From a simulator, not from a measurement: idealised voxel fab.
The following process module bears the name voxel capacitor over wiring.
In the cross-section labelled cut, the width is 230 nm and each square cell is 5 nm.
Throughout this document, each cross-section is represented as a grid of square cells and is presented as a sequence of bands enumerated from the top downward, where a band comprises one or more rows of cells.
Per band: top height and bottom height in nm, followed by the left-to-right materials and their widths in nm; "all across" marks a single material spanning edge to edge, "blank" marks empty space.
Height is counted from the level 0, under which the received wafer is composed throughout of one material. The lowest of the bands is not closed at the bottom but continues downward, in the notation "from 0 down".
You'd read "30 to 40" like this: the band's top row of cells is as wide as the first number, its bottom row is as wide as the second, and going down, every row changes width by the same amount as the row before did.
You'll sometimes find "no alterations made" written for a step, and that's the way of saying that nowhere in the cross-section did a cell change during that step.
For the entry "Cavities, closed", the listed items are empty spaces with no open way to the top whose size is 8 cells or more; each item follows the pattern width x height at distance, where distance is from the left edge and all three are in nm.
That trailing text on a step's line, after the settings, is the simulator's own remark on the step.
"overlay nm" on a masked step: distance the mask lay right of its planned place, negative for left.

[Planned process steps]
- 1: RECEIVE,material Si
- 2: CONFORMAL_DEP,material SiO2,thk nm 10
- 3: CONFORMAL_DEP,material SiN,thk nm 5
- 4: DIRECTIONAL_DEP,material lowk,thk nm 15
- 5: PATTERN,tone open,mask id METAL_1,material resist,width nm 20,pitch nm 80,thk nm 20,overlay nm 0
- 6: DIRECTIONAL_ETCH,etch materials lowk,depth nm 15
- 7: DIRECTIONAL_ETCH,etch materials SiN,depth nm 5
- 8: STRIP,etch materials resist
- 9: CONFORMAL_DEP,material TiN,thk nm 5
- 10: FILL_DEP,material W,thk nm 10
- 11: CMP,height nm 30
- 12: CONFORMAL_DEP,material SiCN,thk nm 5
- 13: DIRECTIONAL_DEP,material SiO2,thk nm 15
- 14: MASKED_ETCH,tone open,mask id PLUG_1,width nm 15,etch materials SiO2,depth nm 15,overlay nm 0
- 15: MASKED_ETCH,tone open,mask id PLUG_1,width nm 15,etch materials SiCN,depth nm 5,overlay nm 0
- 16: CONFORMAL_DEP,material TiN,thk nm 5
- 17: FILL_DEP,material Ru,thk nm 10
- 18: CMP,height nm 50
- 19: DIRECTIONAL_DEP,material TiN,thk nm 5
- 20: DIRECTIONAL_DEP,material Al2O3,thk nm 5
- 21: DIRECTIONAL_DEP,material TiN,thk nm 5
- 22: MASKED_ETCH,tone cover,mask id UPPER_PLATE,width nm 65,etch materials TiN,depth nm 5,overlay nm 0
- 23: MASKED_ETCH,tone cover,mask id UPPER_PLATE,width nm 65,etch materials Al2O3,depth nm 5,overlay nm 0
- 24: PATTERN,tone cover,mask id LOWER_PLATE,material resist,width nm 75,thk nm 20,overlay nm 0
- 25: DIRECTIONAL_ETCH,etch materials TiN,depth nm 5
- 26: STRIP,etch materials resist
- 27: FILL_DEP,material SiO2,thk nm 15
- 28: CMP,height nm 75
- 29: MASKED_ETCH,tone open,mask id PLUG_2,width nm 15,etch materials SiO2,depth nm 10,overlay nm 0
- 30: CONFORMAL_DEP,material TiN,thk nm 5
- 31: FILL_DEP,material Ru,thk nm 10
- 32: CMP,height nm 75
- 33: CONFORMAL_DEP,material SiN,thk nm 5

[The following pertains to the first of two wafers, which was processed as planned]

[Wafer at receipt (post step 1), cross-section]
  from 0 down  Si all across
  Cavities, closed: none

[Upon completion of step 2, the wafer appears in cross-section as shown]
  from 10 to 0  SiO2 all across
  Under the height 0 nothing was changed.

[Upon completion of step 3, the wafer appears in cross-section as shown]
  from 15 to 10  SiN all across
  Under the height 10 nothing was changed.

[Upon completion of step 4, the wafer appears in cross-section as shown]
  from 30 to 15  lowk all across
  Under the height 15 nothing was changed.

[Upon completion of step 5, the wafer appears in cross-section as shown]
  from 50 to 30  resist 65 nm, then blank 20 nm, then resist 60 nm, then blank 20 nm, then resist 65 nm
  Under the height 30 nothing was changed.

[Upon completion of step 6, the wafer appears in cross-section as shown]
  from 50 to 30  resist 65 nm, then blank 20 nm, then resist 60 nm, then blank 20 nm, then resist 65 nm
  from 30 to 15  lowk 65 nm, then blank 20 nm, then lowk 60 nm, then blank 20 nm, then lowk 65 nm
  Under the height 15 nothing was changed.

[Upon completion of step 7, the wafer appears in cross-section as shown]
  from 50 to 30  resist 65 nm, then blank 20 nm, then resist 60 nm, then blank 20 nm, then resist 65 nm
  from 30 to 15  lowk 65 nm, then blank 20 nm, then lowk 60 nm, then blank 20 nm, then lowk 65 nm
  from 15 to 10  SiN 65 nm, then blank 20 nm, then SiN 60 nm, then blank 20 nm, then SiN 65 nm
  Under the height 10 nothing was changed.

[Upon completion of step 8, the wafer appears in cross-section as shown]
  from 30 to 15  lowk 65 nm, then blank 20 nm, then lowk 60 nm, then blank 20 nm, then lowk 65 nm
  Under the height 15 nothing was changed.

[Upon completion of step 9, the wafer appears in cross-section as shown]
  from 35 to 30  TiN 70 nm, then blank 10 nm, then TiN 70 nm, then blank 10 nm, then TiN 70 nm
  from 30 to 15  lowk 65 nm, then TiN 5 nm, then blank 10 nm, then TiN 5 nm, then lowk 60 nm, then TiN 5 nm, then blank 10 nm, then TiN 5 nm, then lowk 65 nm
  from 15 to 10  SiN 65 nm, then TiN 20 nm, then SiN 60 nm, then TiN 20 nm, then SiN 65 nm
  Under the height 10 nothing was changed.

[Upon completion of step 10, the wafer appears in cross-section as shown]
  from 45 to 35  W all across
  from 35 to 30  TiN 70 nm, then W 10 nm, then TiN 70 nm, then W 10 nm, then TiN 70 nm
  from 30 to 15  lowk 65 nm, then TiN 5 nm, then W 10 nm, then TiN 5 nm, then lowk 60 nm, then TiN 5 nm, then W 10 nm, then TiN 5 nm, then lowk 65 nm
  Under the height 15 nothing was changed.

[Upon completion of step 11, the wafer appears in cross-section as shown]
  from 30 to 15  lowk 65 nm, then TiN 5 nm, then W 10 nm, then TiN 5 nm, then lowk 60 nm, then TiN 5 nm, then W 10 nm, then TiN 5 nm, then lowk 65 nm
  Under the height 15 nothing was changed.

[Upon completion of step 12, the wafer appears in cross-section as shown]
  from 35 to 30  SiCN all across
  Under the height 30 nothing was changed.

[Upon completion of step 13, the wafer appears in cross-section as shown]
  from 50 to 35  SiO2 all across
  Under the height 35 nothing was changed.

[Upon completion of step 14, the wafer appears in cross-section as shown]
  from 50 to 35  SiO2 70 nm, then blank 15 nm, then SiO2 145 nm
  Under the height 35 nothing was changed.

[Upon completion of step 15, the wafer appears in cross-section as shown]
  from 50 to 35  SiO2 70 nm, then blank 15 nm, then SiO2 145 nm
  from 35 to 30  SiCN 70 nm, then blank 15 nm, then SiCN 145 nm
  Under the height 30 nothing was changed.

[Upon completion of step 16, the wafer appears in cross-section as shown]
  from 55 to 50  TiN 75 nm, then blank 5 nm, then TiN 150 nm
  from 50 to 35  SiO2 70 nm, then TiN 5 nm, then blank 5 nm, then TiN 5 nm, then SiO2 145 nm
  from 35 to 30  SiCN 70 nm, then TiN 15 nm, then SiCN 145 nm
  Under the height 30 nothing was changed.

[Upon completion of step 17, the wafer appears in cross-section as shown]
  from 65 to 55  Ru all across
  from 55 to 50  TiN 75 nm, then Ru 5 nm, then TiN 150 nm
  from 50 to 35  SiO2 70 nm, then TiN 5 nm, then Ru 5 nm, then TiN 5 nm, then SiO2 145 nm
  Under the height 35 nothing was changed.

[Upon completion of step 18, the wafer appears in cross-section as shown]
  from 50 to 35  SiO2 70 nm, then TiN 5 nm, then Ru 5 nm, then TiN 5 nm, then SiO2 145 nm
  Under the height 35 nothing was changed.

[Upon completion of step 19, the wafer appears in cross-section as shown]
  from 55 to 50  TiN all across
  Under the height 50 nothing was changed.

[Upon completion of step 20, the wafer appears in cross-section as shown]
  from 60 to 55  Al2O3 all across
  Under the height 55 nothing was changed.

[Upon completion of step 21, the wafer appears in cross-section as shown]
  from 65 to 60  TiN all across
  Under the height 60 nothing was changed.

[Upon completion of step 22, the wafer appears in cross-section as shown]
  from 65 to 60  blank 70 nm, then TiN 65 nm, then blank 95 nm
  Under the height 60 nothing was changed.

[Upon completion of step 23, the wafer appears in cross-section as shown]
  from 65 to 60  blank 70 nm, then TiN 65 nm, then blank 95 nm
  from 60 to 55  blank 70 nm, then Al2O3 65 nm, then blank 95 nm
  Under the height 55 nothing was changed.

[Upon completion of step 24, the wafer appears in cross-section as shown]
  from 85 to 65  blank 65 nm, then resist 75 nm, then blank 90 nm
  from 65 to 60  blank 65 nm, then resist 5 nm, then TiN 65 nm, then resist 5 nm, then blank 90 nm
  from 60 to 55  blank 65 nm, then resist 5 nm, then Al2O3 65 nm, then resist 5 nm, then blank 90 nm
  Under the height 55 nothing was changed.

[Upon completion of step 25, the wafer appears in cross-section as shown]
  from 85 to 65  blank 65 nm, then resist 75 nm, then blank 90 nm
  from 65 to 60  blank 65 nm, then resist 5 nm, then TiN 65 nm, then resist 5 nm, then blank 90 nm
  from 60 to 55  blank 65 nm, then resist 5 nm, then Al2O3 65 nm, then resist 5 nm, then blank 90 nm
  from 55 to 50  blank 65 nm, then TiN 75 nm, then blank 90 nm
  Under the height 50 nothing was changed.

[Upon completion of step 26, the wafer appears in cross-section as shown]
  from 65 to 60  blank 70 nm, then TiN 65 nm, then blank 95 nm
  from 60 to 55  blank 70 nm, then Al2O3 65 nm, then blank 95 nm
  Under the height 55 nothing was changed.

[Upon completion of step 27, the wafer appears in cross-section as shown]
  from 80 to 65  SiO2 all across
  from 65 to 60  SiO2 70 nm, then TiN 65 nm, then SiO2 95 nm
  from 60 to 55  SiO2 70 nm, then Al2O3 65 nm, then SiO2 95 nm
  from 55 to 50  SiO2 65 nm, then TiN 75 nm, then SiO2 90 nm
  Under the height 50 nothing was changed.

[Upon completion of step 28, the wafer appears in cross-section as shown]
  from 75 to 65  SiO2 all across
  Under the height 65 nothing was changed.

[Upon completion of step 29, the wafer appears in cross-section as shown]
  from 75 to 65  SiO2 80 nm, then blank 15 nm, then SiO2 135 nm
  Under the height 65 nothing was changed.

[Upon completion of step 30, the wafer appears in cross-section as shown]
  from 80 to 75  TiN 85 nm, then blank 5 nm, then TiN 140 nm
  from 75 to 70  SiO2 80 nm, then TiN 5 nm, then blank 5 nm, then TiN 5 nm, then SiO2 135 nm
  from 70 to 60  SiO2 80 to 70 nm, then TiN 15 to 65 nm, then SiO2 135 to 95 nm
  Under the height 60 nothing was changed.

[Upon completion of step 31, the wafer appears in cross-section as shown]
  from 90 to 80  Ru all across
  from 80 to 75  TiN 85 nm, then Ru 5 nm, then TiN 140 nm
  from 75 to 70  SiO2 80 nm, then TiN 5 nm, then Ru 5 nm, then TiN 5 nm, then SiO2 135 nm
  Under the height 70 nothing was changed.

[Upon completion of step 32, the wafer appears in cross-section as shown]
  from 75 to 70  SiO2 80 nm, then TiN 5 nm, then Ru 5 nm, then TiN 5 nm, then SiO2 135 nm
  Under the height 70 nothing was changed.

[Upon completion of step 33, the wafer appears in cross-section as shown]
  from 80 to 75  SiN all across
  Under the height 75 nothing was changed.

[Companion wafer, the second of two: same beginning, same intended sequence, one mistake in carrying it out; through step 23 inclusive it tracks the first exactly]

[Cross-sectional view of the second wafer at the intended end time of process step 24]
  from 85 to 65  resist 65 nm, then blank 75 nm, then resist 90 nm
  from 65 to 60  resist 65 nm, then blank 5 nm, then TiN 65 nm, then blank 5 nm, then resist 90 nm
  from 60 to 55  resist 65 nm, then blank 5 nm, then Al2O3 65 nm, then blank 5 nm, then resist 90 nm
  Under the height 55 nothing was changed.

[Cross-sectional view of the second wafer at the intended end time of process step 25]
  from 85 to 60  resist 65 nm, then blank 75 nm, then resist 90 nm
  from 60 to 55  resist 65 nm, then blank 5 nm, then Al2O3 65 nm, then blank 5 nm, then resist 90 nm
  from 55 to 50  TiN 65 nm, then blank 5 nm, then TiN 65 nm, then blank 5 nm, then TiN 90 nm
  Under the height 50 nothing was changed.

[Cross-sectional view of the second wafer at the intended end time of process step 26]
  from 60 to 55  blank 70 nm, then Al2O3 65 nm, then blank 95 nm
  Under the height 55 nothing was changed.

[Cross-sectional view of the second wafer at the intended end time of process step 27]
  from 75 to 60  SiO2 all across
  from 60 to 55  SiO2 70 nm, then Al2O3 65 nm, then SiO2 95 nm
  from 55 to 50  TiN 65 nm, then SiO2 5 nm, then TiN 65 nm, then SiO2 5 nm, then TiN 90 nm
  Under the height 50 nothing was changed.

Cross-sectional view of the second wafer at the intended end time of process step 28: no alterations made

[Cross-sectional view of the second wafer at the intended end time of process step 29]
  from 75 to 65  SiO2 80 nm, then blank 15 nm, then SiO2 135 nm
  Under the height 65 nothing was changed.

[Cross-sectional view of the second wafer at the intended end time of process step 30]
  from 80 to 75  TiN 85 nm, then blank 5 nm, then TiN 140 nm
  from 75 to 70  SiO2 80 nm, then TiN 5 nm, then blank 5 nm, then TiN 5 nm, then SiO2 135 nm
  from 70 to 65  SiO2 80 nm, then TiN 15 nm, then SiO2 135 nm
  Under the height 65 nothing was changed.

[Cross-sectional view of the second wafer at the intended end time of process step 31]
  from 90 to 80  Ru all across
  from 80 to 75  TiN 85 nm, then Ru 5 nm, then TiN 140 nm
  from 75 to 70  SiO2 80 nm, then TiN 5 nm, then Ru 5 nm, then TiN 5 nm, then SiO2 135 nm
  Under the height 70 nothing was changed.

[Cross-sectional view of the second wafer at the intended end time of process step 32]
  from 75 to 70  SiO2 80 nm, then TiN 5 nm, then Ru 5 nm, then TiN 5 nm, then SiO2 135 nm
  Under the height 70 nothing was changed.

[Cross-sectional view of the second wafer at the intended end time of process step 33]
  from 80 to 75  SiN all across
  Under the height 75 nothing was changed.
What broke from the plan during processing? step 24 off recipe, ran as PATTERN,tone open,mask id LOWER_PLATE,material resist,width nm 75,thk nm 20,overlay nm 0
Final wafer comparison in cells, second versus first, more or fewer per material: SiO2 -16; TiN +16
